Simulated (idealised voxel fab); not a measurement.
process module | voxel wiring stack
cross-section cut | 230 nm wide | cells 5 nm
A cross-section is a grid of square cells, given in bands from the top down. A band is one or more rows of cells.
Each band's line starts with the height of the band's top and of its bottom, in nm. Then come its materials from left to right, each with its width in nm. One material with "throughout" fills the band from edge to edge. "air" is empty space.
Height 0 is the level under which the wafer as received is all one material. The lowest band goes on downwards, as in "0 down".
A width such as "30 to 40" changes by the same amount from each row of cells to the next, from the band's top row to its bottom row.
"no change" after a step means that no cell of the cross-section changed.
closed voids: empty space of 8 cells or more with no open way to the top, each as width x height at its distance from the left edge, in nm
after a step's settings: what the simulator itself notes on the step
overlay nm, on a step with a mask: how far to the right of its planned place the mask lay; to the left if negative
plan
1 op RECEIVE | material Si
2 op CONFORMAL_DEP | material SiO2 | thk nm 15
3 op CONFORMAL_DEP | material SiCN | thk nm 5
4 op DIRECTIONAL_DEP | material SiO2 | thk nm 25
5 op DIRECTIONAL_DEP | material aC | thk nm 10
6 op PATTERN | tone open | mask id METAL_1 | material resist | width nm 25 | pitch nm 50 | thk nm 25 | overlay nm 0
7 op DIRECTIONAL_ETCH | etch materials aC | depth nm 10
8 op STRIP | etch materials resist
9 op DIRECTIONAL_ETCH | etch materials SiO2 | depth nm 25
10 op DIRECTIONAL_ETCH | etch materials SiCN | depth nm 5
11 op STRIP | etch materials aC
12 op CONFORMAL_DEP | material TiN | thk nm 5
13 op FILL_DEP | material W | thk nm 5
14 op CMP | height nm 45
15 op CONFORMAL_DEP | material SiCN | thk nm 5
16 op DIRECTIONAL_DEP | material lowk | thk nm 15
17 op DIRECTIONAL_DEP | material aC | thk nm 15
18 op PATTERN | tone open | mask id PLUG_1 | material resist | width nm 15 | pitch nm 100 | thk nm 35 | overlay nm 0
19 op DIRECTIONAL_ETCH | etch materials aC | depth nm 15
20 op STRIP | etch materials resist
21 op DIRECTIONAL_ETCH | etch materials lowk | depth nm 15
22 op DIRECTIONAL_ETCH | etch materials SiCN | depth nm 5
23 op STRIP | etch materials aC
24 op EPI | material Ru | thk nm 10
25 op EPI | material Ru | thk nm 10
26 op CONFORMAL_DEP | material SiN | thk nm 5
27 op DIRECTIONAL_DEP | material SiO2 | thk nm 20
28 op MASKED_ETCH | tone open | mask id METAL_2 | width nm 25 | pitch nm 50 | etch materials SiO2 | depth nm 20 | overlay nm 0
29 op MASKED_ETCH | tone open | mask id METAL_2 | width nm 25 | pitch nm 50 | etch materials SiN | depth nm 5 | overlay nm 0
30 op CONFORMAL_DEP | material TiN | thk nm 5
31 op FILL_DEP | material Cu | thk nm 10
32 op CMP | height nm 90
33 op CONFORMAL_DEP | material SiCN | thk nm 5
34 op DIRECTIONAL_DEP | material SiO2 | thk nm 10
35 op DIRECTIONAL_DEP | material aC | thk nm 15
36 op PATTERN | tone open | mask id PLUG_2 | material resist | width nm 15 | pitch nm 100 | thk nm 30 | overlay nm 0
37 op DIRECTIONAL_ETCH | etch materials aC | depth nm 15
38 op STRIP | etch materials resist
39 op DIRECTIONAL_ETCH | etch materials SiO2 | depth nm 10
40 op DIRECTIONAL_ETCH | etch materials SiCN | depth nm 5
41 op STRIP | etch materials aC
42 op CONFORMAL_DEP | material TiN | thk nm 5
43 op FILL_DEP | material Ru | thk nm 5
44 op CMP | height nm 105
45 op DIRECTIONAL_DEP | material TiN | thk nm 5
46 op DIRECTIONAL_DEP | material Ru | thk nm 25
47 op DIRECTIONAL_DEP | material aC | thk nm 10
48 op PATTERN | tone cover | mask id METAL_3 | material resist | width nm 25 | pitch nm 50 | thk nm 30 | overlay nm 0
49 op DIRECTIONAL_ETCH | etch materials aC | depth nm 10
50 op STRIP | etch materials resist
51 op DIRECTIONAL_ETCH | etch materials Ru | depth nm 25
52 op DIRECTIONAL_ETCH | etch materials TiN | depth nm 5
53 op STRIP | etch materials aC
54 op CONFORMAL_DEP | material SiCN | thk nm 5
55 op FILL_DEP | material SiO2 | thk nm 10
56 op CMP | height nm 135
57 op CONFORMAL_DEP | material SiCN | thk nm 5
58 op DIRECTIONAL_DEP | material lowk | thk nm 10
59 op PATTERN | tone open | mask id PLUG_3 | material resist | width nm 15 | pitch nm 100 | thk nm 20 | overlay nm 0
60 op DIRECTIONAL_ETCH | etch materials lowk | depth nm 10
61 op DIRECTIONAL_ETCH | etch materials SiCN | depth nm 5
62 op STRIP | etch materials resist
63 op CONFORMAL_DEP | material TiN | thk nm 5
64 op FILL_DEP | material Ru | thk nm 5
65 op CMP | height nm 150
66 op DIRECTIONAL_DEP | material TiN | thk nm 5
67 op DIRECTIONAL_DEP | material W | thk nm 20
68 op PATTERN | tone cover | mask id METAL_4 | material resist | width nm 25 | pitch nm 50 | thk nm 20 | overlay nm 0
69 op DIRECTIONAL_ETCH | etch materials W | depth nm 20
70 op DIRECTIONAL_ETCH | etch materials TiN | depth nm 5
71 op STRIP | etch materials resist
72 op FILL_DEP | material SiO2 | thk nm 5
73 op CMP | height nm 175
74 op CONFORMAL_DEP | material SiN | thk nm 5
first wafer, as planned
as received, after step 1
  0 down: Si throughout
  closed voids: none
after step 2
  15 to 0: SiO2 throughout
  below 0: unchanged
after step 3
  20 to 15: SiCN throughout
  below 15: unchanged
after step 4
  45 to 20: SiO2 throughout
  below 20: unchanged
after step 5
  55 to 45: aC throughout
  below 45: unchanged
after step 6
  80 to 55: resist 25 | air 25 | resist 25 | air 25 | resist 25 | air 25 | resist 25 | air 25 | resist 30
  below 55: unchanged
after step 7
  70 to 55: resist 25 | air 25 | resist 25 | air 25 | resist 25 | air 25 | resist 25 | air 25 | resist 30
  55 to 45: aC 25 | air 25 | aC 25 | air 25 | aC 25 | air 25 | aC 25 | air 25 | aC 30
  below 45: unchanged
after step 8
  55 to 45: aC 25 | air 25 | aC 25 | air 25 | aC 25 | air 25 | aC 25 | air 25 | aC 30
  below 45: unchanged
after step 9
  55 to 45: aC 25 | air 25 | aC 25 | air 25 | aC 25 | air 25 | aC 25 | air 25 | aC 30
  45 to 20: SiO2 25 | air 25 | SiO2 25 | air 25 | SiO2 25 | air 25 | SiO2 25 | air 25 | SiO2 30
  below 20: unchanged
after step 10
  55 to 45: aC 25 | air 25 | aC 25 | air 25 | aC 25 | air 25 | aC 25 | air 25 | aC 30
  45 to 20: SiO2 25 | air 25 | SiO2 25 | air 25 | SiO2 25 | air 25 | SiO2 25 | air 25 | SiO2 30
  20 to 15: SiCN 25 | air 25 | SiCN 25 | air 25 | SiCN 25 | air 25 | SiCN 25 | air 25 | SiCN 30
  below 15: unchanged
after step 11
  45 to 20: SiO2 25 | air 25 | SiO2 25 | air 25 | SiO2 25 | air 25 | SiO2 25 | air 25 | SiO2 30
  below 20: unchanged
after step 12
  50 to 45: TiN 30 | air 15 | TiN 35 | air 15 | TiN 35 | air 15 | TiN 35 | air 15 | TiN 35
  45 to 20: SiO2 25 | TiN 5 | air 15 | TiN 5 | SiO2 25 | TiN 5 | air 15 | TiN 5 | SiO2 25 | TiN 5 | air 15 | TiN 5 | SiO2 25 | TiN 5 | air 15 | TiN 5 | SiO2 30
  20 to 15: SiCN 25 | TiN 25 | SiCN 25 | TiN 25 | SiCN 25 | TiN 25 | SiCN 25 | TiN 25 | SiCN 30
  below 15: unchanged
after step 13
  55 to 50: W throughout
  50 to 45: TiN 30 | W 15 | TiN 35 | W 15 | TiN 35 | W 15 | TiN 35 | W 15 | TiN 35
  45 to 20: SiO2 25 | TiN 5 | W 15 | TiN 5 | SiO2 25 | TiN 5 | W 15 | TiN 5 | SiO2 25 | TiN 5 | W 15 | TiN 5 | SiO2 25 | TiN 5 | W 15 | TiN 5 | SiO2 30
  below 20: unchanged
after step 14
  45 to 20: SiO2 25 | TiN 5 | W 15 | TiN 5 | SiO2 25 | TiN 5 | W 15 | TiN 5 | SiO2 25 | TiN 5 | W 15 | TiN 5 | SiO2 25 | TiN 5 | W 15 | TiN 5 | SiO2 30
  below 20: unchanged
after step 15
  50 to 45: SiCN throughout
  below 45: unchanged
after step 16
  65 to 50: lowk throughout
  below 50: unchanged
after step 17
  80 to 65: aC throughout
  below 65: unchanged
after step 18
  115 to 80: resist 25 | air 15 | resist 85 | air 15 | resist 90
  below 80: unchanged
after step 19
  100 to 80: resist 25 | air 15 | resist 85 | air 15 | resist 90
  80 to 65: aC 25 | air 15 | aC 85 | air 15 | aC 90
  below 65: unchanged
after step 20
  80 to 65: aC 25 | air 15 | aC 85 | air 15 | aC 90
  below 65: unchanged
after step 21
  80 to 65: aC 25 | air 15 | aC 85 | air 15 | aC 90
  65 to 50: lowk 25 | air 15 | lowk 85 | air 15 | lowk 90
  below 50: unchanged
after step 22
  80 to 65: aC 25 | air 15 | aC 85 | air 15 | aC 90
  65 to 50: lowk 25 | air 15 | lowk 85 | air 15 | lowk 90
  50 to 45: SiCN 25 | air 15 | SiCN 85 | air 15 | SiCN 90
  below 45: unchanged
after step 23
  65 to 50: lowk 25 | air 15 | lowk 85 | air 15 | lowk 90
  below 50: unchanged
after step 24
  65 to 55: lowk 25 | air 15 | lowk 85 | air 15 | lowk 90
  55 to 50: lowk 25 | Ru 15 | lowk 85 | Ru 15 | lowk 90
  50 to 45: SiCN 25 | Ru 15 | SiCN 85 | Ru 15 | SiCN 90
  below 45: unchanged
after step 25
  65 to 50: lowk 25 | Ru 15 | lowk 85 | Ru 15 | lowk 90
  below 50: unchanged
after step 26
  70 to 65: SiN throughout
  below 65: unchanged
after step 27
  90 to 70: SiO2 throughout
  below 70: unchanged
after step 28
  90 to 70: SiO2 25 | air 25 | SiO2 25 | air 25 | SiO2 25 | air 25 | SiO2 25 | air 25 | SiO2 30
  below 70: unchanged
after step 29
  90 to 70: SiO2 25 | air 25 | SiO2 25 | air 25 | SiO2 25 | air 25 | SiO2 25 | air 25 | SiO2 30
  70 to 65: SiN 25 | air 25 | SiN 25 | air 25 | SiN 25 | air 25 | SiN 25 | air 25 | SiN 30
  below 65: unchanged
after step 30
  95 to 90: TiN 30 | air 15 | TiN 35 | air 15 | TiN 35 | air 15 | TiN 35 | air 15 | TiN 35
  90 to 70: SiO2 25 | TiN 5 | air 15 | TiN 5 | SiO2 25 | TiN 5 | air 15 | TiN 5 | SiO2 25 | TiN 5 | air 15 | TiN 5 | SiO2 25 | TiN 5 | air 15 | TiN 5 | SiO2 30
  70 to 65: SiN 25 | TiN 25 | SiN 25 | TiN 25 | SiN 25 | TiN 25 | SiN 25 | TiN 25 | SiN 30
  below 65: unchanged
after step 31
  105 to 95: Cu throughout
  95 to 90: TiN 30 | Cu 15 | TiN 35 | Cu 15 | TiN 35 | Cu 15 | TiN 35 | Cu 15 | TiN 35
  90 to 70: SiO2 25 | TiN 5 | Cu 15 | TiN 5 | SiO2 25 | TiN 5 | Cu 15 | TiN 5 | SiO2 25 | TiN 5 | Cu 15 | TiN 5 | SiO2 25 | TiN 5 | Cu 15 | TiN 5 | SiO2 30
  below 70: unchanged
after step 32
  90 to 70: SiO2 25 | TiN 5 | Cu 15 | TiN 5 | SiO2 25 | TiN 5 | Cu 15 | TiN 5 | SiO2 25 | TiN 5 | Cu 15 | TiN 5 | SiO2 25 | TiN 5 | Cu 15 | TiN 5 | SiO2 30
  below 70: unchanged
after step 33
  95 to 90: SiCN throughout
  below 90: unchanged
after step 34
  105 to 95: SiO2 throughout
  below 95: unchanged
after step 35
  120 to 105: aC throughout
  below 105: unchanged
after step 36
  150 to 120: resist 25 | air 15 | resist 85 | air 15 | resist 90
  below 120: unchanged
after step 37
  135 to 120: resist 25 | air 15 | resist 85 | air 15 | resist 90
  120 to 105: aC 25 | air 15 | aC 85 | air 15 | aC 90
  below 105: unchanged
after step 38
  120 to 105: aC 25 | air 15 | aC 85 | air 15 | aC 90
  below 105: unchanged
after step 39
  120 to 105: aC 25 | air 15 | aC 85 | air 15 | aC 90
  105 to 95: SiO2 25 | air 15 | SiO2 85 | air 15 | SiO2 90
  below 95: unchanged
after step 40
  120 to 105: aC 25 | air 15 | aC 85 | air 15 | aC 90
  105 to 95: SiO2 25 | air 15 | SiO2 85 | air 15 | SiO2 90
  95 to 90: SiCN 25 | air 15 | SiCN 85 | air 15 | SiCN 90
  below 90: unchanged
after step 41
  105 to 95: SiO2 25 | air 15 | SiO2 85 | air 15 | SiO2 90
  below 95: unchanged
after step 42
  110 to 105: TiN 30 | air 5 | TiN 95 | air 5 | TiN 95
  105 to 95: SiO2 25 | TiN 5 | air 5 | TiN 5 | SiO2 85 | TiN 5 | air 5 | TiN 5 | SiO2 90
  95 to 90: SiCN 25 | TiN 15 | SiCN 85 | TiN 15 | SiCN 90
  below 90: unchanged
after step 43
  115 to 110: Ru throughout
  110 to 105: TiN 30 | Ru 5 | TiN 95 | Ru 5 | TiN 95
  105 to 95: SiO2 25 | TiN 5 | Ru 5 | TiN 5 | SiO2 85 | TiN 5 | Ru 5 | TiN 5 | SiO2 90
  below 95: unchanged
after step 44
  105 to 95: SiO2 25 | TiN 5 | Ru 5 | TiN 5 | SiO2 85 | TiN 5 | Ru 5 | TiN 5 | SiO2 90
  below 95: unchanged
after step 45
  110 to 105: TiN throughout
  below 105: unchanged
after step 46
  135 to 110: Ru throughout
  below 110: unchanged
after step 47
  145 to 135: aC throughout
  below 135: unchanged
after step 48
  175 to 145: air 25 | resist 25 | air 25 | resist 25 | air 25 | resist 25 | air 25 | resist 25 | air 30
  below 145: unchanged
after step 49
  165 to 145: air 25 | resist 25 | air 25 | resist 25 | air 25 | resist 25 | air 25 | resist 25 | air 30
  145 to 135: air 25 | aC 25 | air 25 | aC 25 | air 25 | aC 25 | air 25 | aC 25 | air 30
  below 135: unchanged
after step 50
  145 to 135: air 25 | aC 25 | air 25 | aC 25 | air 25 | aC 25 | air 25 | aC 25 | air 30
  below 135: unchanged
after step 51
  145 to 135: air 25 | aC 25 | air 25 | aC 25 | air 25 | aC 25 | air 25 | aC 25 | air 30
  135 to 110: air 25 | Ru 25 | air 25 | Ru 25 | air 25 | Ru 25 | air 25 | Ru 25 | air 30
  below 110: unchanged
after step 52
  145 to 135: air 25 | aC 25 | air 25 | aC 25 | air 25 | aC 25 | air 25 | aC 25 | air 30
  135 to 110: air 25 | Ru 25 | air 25 | Ru 25 | air 25 | Ru 25 | air 25 | Ru 25 | air 30
  110 to 105: air 25 | TiN 25 | air 25 | TiN 25 | air 25 | TiN 25 | air 25 | TiN 25 | air 30
  below 105: unchanged
after step 53
  135 to 110: air 25 | Ru 25 | air 25 | Ru 25 | air 25 | Ru 25 | air 25 | Ru 25 | air 30
  below 110: unchanged
after step 54
  140 to 135: air 20 | SiCN 35 | air 15 | SiCN 35 | air 15 | SiCN 35 | air 15 | SiCN 35 | air 25
  135 to 110: air 20 | SiCN 5 | Ru 25 | SiCN 5 | air 15 | SiCN 5 | Ru 25 | SiCN 5 | air 15 | SiCN 5 | Ru 25 | SiCN 5 | air 15 | SiCN 5 | Ru 25 | SiCN 5 | air 25
  110 to 105: SiCN 25 | TiN 25 | SiCN 25 | TiN 25 | SiCN 25 | TiN 25 | SiCN 25 | TiN 25 | SiCN 30
  below 105: unchanged
after step 55
  150 to 140: SiO2 throughout
  140 to 135: SiO2 20 | SiCN 35 | SiO2 15 | SiCN 35 | SiO2 15 | SiCN 35 | SiO2 15 | SiCN 35 | SiO2 25
  135 to 110: SiO2 20 | SiCN 5 | Ru 25 | SiCN 5 | SiO2 15 | SiCN 5 | Ru 25 | SiCN 5 | SiO2 15 | SiCN 5 | Ru 25 | SiCN 5 | SiO2 15 | SiCN 5 | Ru 25 | SiCN 5 | SiO2 25
  below 110: unchanged
after step 56
  135 to 110: SiO2 20 | SiCN 5 | Ru 25 | SiCN 5 | SiO2 15 | SiCN 5 | Ru 25 | SiCN 5 | SiO2 15 | SiCN 5 | Ru 25 | SiCN 5 | SiO2 15 | SiCN 5 | Ru 25 | SiCN 5 | SiO2 25
  below 110: unchanged
after step 57
  140 to 135: SiCN throughout
  below 135: unchanged
after step 58
  150 to 140: lowk throughout
  below 140: unchanged
after step 59
  170 to 150: resist 25 | air 15 | resist 85 | air 15 | resist 90
  below 150: unchanged
after step 60
  170 to 150: resist 25 | air 15 | resist 85 | air 15 | resist 90
  150 to 140: lowk 25 | air 15 | lowk 85 | air 15 | lowk 90
  below 140: unchanged
after step 61
  170 to 150: resist 25 | air 15 | resist 85 | air 15 | resist 90
  150 to 140: lowk 25 | air 15 | lowk 85 | air 15 | lowk 90
  140 to 135: SiCN 25 | air 15 | SiCN 85 | air 15 | SiCN 90
  below 135: unchanged
after step 62
  150 to 140: lowk 25 | air 15 | lowk 85 | air 15 | lowk 90
  below 140: unchanged
after step 63
  155 to 150: TiN 30 | air 5 | TiN 95 | air 5 | TiN 95
  150 to 140: lowk 25 | TiN 5 | air 5 | TiN 5 | lowk 85 | TiN 5 | air 5 | TiN 5 | lowk 90
  140 to 135: SiCN 25 | TiN 15 | SiCN 85 | TiN 15 | SiCN 90
  below 135: unchanged
after step 64
  160 to 155: Ru throughout
  155 to 150: TiN 30 | Ru 5 | TiN 95 | Ru 5 | TiN 95
  150 to 140: lowk 25 | TiN 5 | Ru 5 | TiN 5 | lowk 85 | TiN 5 | Ru 5 | TiN 5 | lowk 90
  below 140: unchanged
after step 65
  150 to 140: lowk 25 | TiN 5 | Ru 5 | TiN 5 | lowk 85 | TiN 5 | Ru 5 | TiN 5 | lowk 90
  below 140: unchanged
after step 66
  155 to 150: TiN throughout
  below 150: unchanged
after step 67
  175 to 155: W throughout
  below 155: unchanged
after step 68
  195 to 175: air 25 | resist 25 | air 25 | resist 25 | air 25 | resist 25 | air 25 | resist 25 | air 30
  below 175: unchanged
after step 69
  195 to 175: air 25 | resist 25 | air 25 | resist 25 | air 25 | resist 25 | air 25 | resist 25 | air 30
  175 to 155: air 25 | W 25 | air 25 | W 25 | air 25 | W 25 | air 25 | W 25 | air 30
  below 155: unchanged
after step 70
  195 to 175: air 25 | resist 25 | air 25 | resist 25 | air 25 | resist 25 | air 25 | resist 25 | air 30
  175 to 155: air 25 | W 25 | air 25 | W 25 | air 25 | W 25 | air 25 | W 25 | air 30
  155 to 150: air 25 | TiN 25 | air 25 | TiN 25 | air 25 | TiN 25 | air 25 | TiN 25 | air 30
  below 150: unchanged
after step 71
  175 to 155: air 25 | W 25 | air 25 | W 25 | air 25 | W 25 | air 25 | W 25 | air 30
  below 155: unchanged
after step 72
  180 to 175: SiO2 throughout
  175 to 155: SiO2 25 | W 25 | SiO2 25 | W 25 | SiO2 25 | W 25 | SiO2 25 | W 25 | SiO2 30
  155 to 150: SiO2 25 | TiN 25 | SiO2 25 | TiN 25 | SiO2 25 | TiN 25 | SiO2 25 | TiN 25 | SiO2 30
  below 150: unchanged
after step 73
  175 to 155: SiO2 25 | W 25 | SiO2 25 | W 25 | SiO2 25 | W 25 | SiO2 25 | W 25 | SiO2 30
  below 155: unchanged
after step 74
  180 to 175: SiN throughout
  below 175: unchanged
second wafer: like start, like plan, one mistake. Through step 58 it matches the first wafer
when step 59 should have ended
  170 to 150: air 25 | resist 15 | air 85 | resist 15 | air 90
  below 150: unchanged
when step 60 should have ended
  170 to 150: air 25 | resist 15 | air 85 | resist 15 | air 90
  150 to 140: air 25 | lowk 15 | air 85 | lowk 15 | air 90
  below 140: unchanged
when step 61 should have ended
  170 to 150: air 25 | resist 15 | air 85 | resist 15 | air 90
  150 to 140: air 25 | lowk 15 | air 85 | lowk 15 | air 90
  140 to 135: air 25 | SiCN 15 | air 85 | SiCN 15 | air 90
  below 135: unchanged
when step 62 should have ended
  150 to 140: air 25 | lowk 15 | air 85 | lowk 15 | air 90
  below 140: unchanged
when step 63 should have ended
  155 to 150: air 20 | TiN 25 | air 75 | TiN 25 | air 85
  150 to 140: air 20 | TiN 5 | lowk 15 | TiN 5 | air 75 | TiN 5 | lowk 15 | TiN 5 | air 85
  140 to 135: TiN 25 | SiCN 15 | TiN 85 | SiCN 15 | TiN 90
  below 135: unchanged
when step 64 should have ended
  160 to 155: Ru throughout
  155 to 150: Ru 20 | TiN 25 | Ru 75 | TiN 25 | Ru 85
  150 to 140: Ru 20 | TiN 5 | lowk 15 | TiN 5 | Ru 75 | TiN 5 | lowk 15 | TiN 5 | Ru 85
  below 140: unchanged
when step 65 should have ended
  150 to 140: Ru 20 | TiN 5 | lowk 15 | TiN 5 | Ru 75 | TiN 5 | lowk 15 | TiN 5 | Ru 85
  below 140: unchanged
when step 66 should have ended
  155 to 150: TiN throughout
  below 150: unchanged
when step 67 should have ended
  175 to 155: W throughout
  below 155: unchanged
when step 68 should have ended
  195 to 175: air 25 | resist 25 | air 25 | resist 25 | air 25 | resist 25 | air 25 | resist 25 | air 30
  below 175: unchanged
when step 69 should have ended
  195 to 175: air 25 | resist 25 | air 25 | resist 25 | air 25 | resist 25 | air 25 | resist 25 | air 30
  175 to 155: air 25 | W 25 | air 25 | W 25 | air 25 | W 25 | air 25 | W 25 | air 30
  below 155: unchanged
when step 70 should have ended
  195 to 175: air 25 | resist 25 | air 25 | resist 25 | air 25 | resist 25 | air 25 | resist 25 | air 30
  175 to 155: air 25 | W 25 | air 25 | W 25 | air 25 | W 25 | air 25 | W 25 | air 30
  155 to 150: air 25 | TiN 25 | air 25 | TiN 25 | air 25 | TiN 25 | air 25 | TiN 25 | air 30
  below 150: unchanged
when step 71 should have ended
  175 to 155: air 25 | W 25 | air 25 | W 25 | air 25 | W 25 | air 25 | W 25 | air 30
  below 155: unchanged
when step 72 should have ended
  180 to 175: SiO2 throughout
  175 to 155: SiO2 25 | W 25 | SiO2 25 | W 25 | SiO2 25 | W 25 | SiO2 25 | W 25 | SiO2 30
  155 to 150: SiO2 25 | TiN 25 | SiO2 25 | TiN 25 | SiO2 25 | TiN 25 | SiO2 25 | TiN 25 | SiO2 30
  below 150: unchanged
when step 73 should have ended
  175 to 155: SiO2 25 | W 25 | SiO2 25 | W 25 | SiO2 25 | W 25 | SiO2 25 | W 25 | SiO2 30
  below 155: unchanged
when step 74 should have ended
  180 to 175: SiN throughout
  below 175: unchanged
what went wrong: step 59 ran as: op PATTERN | tone cover | mask id PLUG_3 | material resist | width nm 15 | pitch nm 100 | thk nm 20 | overlay nm 0
at the end the second wafer has, in cells: 68 more of Ru | 34 fewer of SiCN | 34 more of TiN | 68 fewer of lowk
